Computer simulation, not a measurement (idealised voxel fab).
This is a process module. Its name is voxel double patterning.
The figure presents cross-section cut, which has a width of 150 nm and is divided into square cells with an edge length of 5 nm.
Heads up, the way a cross-section reads in here is a grid of square cells, handed over as bands from the top down, with every band being one or more rows of cells.
Top, bottom (nm), then materials left to right with widths (nm); lone material tagged "edge to edge" fills the whole band edge to edge; "air" = empty space.
We count height from 0. Below that, the starting wafer is all one material. The lowest band never ends at the bottom but goes on down; see "0..down" for how that is written.
Quick explanation for "30->40": the width changes in equal steps down the rows of cells, from the first number in the band's top row to the second number in its bottom row.
Reading "no change occurred" for a step: not a cell of the cross-section changed in it.
Entry "closed voids". Content: empty spaces with no open connection to the top, size 8 cells or greater. Each: width x height at distance. Distance: from left edge. Unit: nm.
That trailing text on a step's line, after the settings, is the simulator's own remark on the step.
On any step carrying a mask, the "overlay nm" setting, if present on the step's line, tells how far right of its planned place the mask lay; negative values point to the left.
Planned process steps:
1,RECEIVE with material Si
2,CONFORMAL_DEP with material SiO2, thk nm 10
3,DIRECTIONAL_DEP with material TiN, thk nm 10
4,DIRECTIONAL_DEP with material SiN, thk nm 5
5,MASKED_ETCH with tone open, mask id FIRST, width nm 15, pitch nm 50, etch materials SiN, depth nm 5, overlay nm 0
6,DIRECTIONAL_DEP with material aC, thk nm 15
7,PATTERN with tone open, mask id SECOND, material resist, width nm 15, pitch nm 50, thk nm 35, overlay nm 0
8,DIRECTIONAL_ETCH with etch materials aC, depth nm 15
9,STRIP with etch materials resist
10,DIRECTIONAL_ETCH with etch materials SiN, depth nm 5
11,STRIP with etch materials aC
12,DIRECTIONAL_ETCH with etch materials TiN, depth nm 10
13,STRIP with etch materials SiN
Cross-section of the wafer upon arrival, representing the state reached after step 1:
* 0..down  Si edge to edge
* closed voids: none
Wafer at module end, in section. Began as above, planned as above, run with one mistake:
* 20..10  15 nm TiN, then 15 nm air, then 10 nm TiN, then 15 nm air, then 10 nm TiN, then 15 nm air, then 10 nm TiN, then 15 nm air, then 10 nm TiN, then 15 nm air, then 20 nm TiN
* 10..0  TiN edge to edge
* 0..down  Si edge to edge
* closed voids: none
Nonconformance to the process plan: step 2 went in with a setting other than planned; the actual run was CONFORMAL_DEP with material TiN, thk nm 10
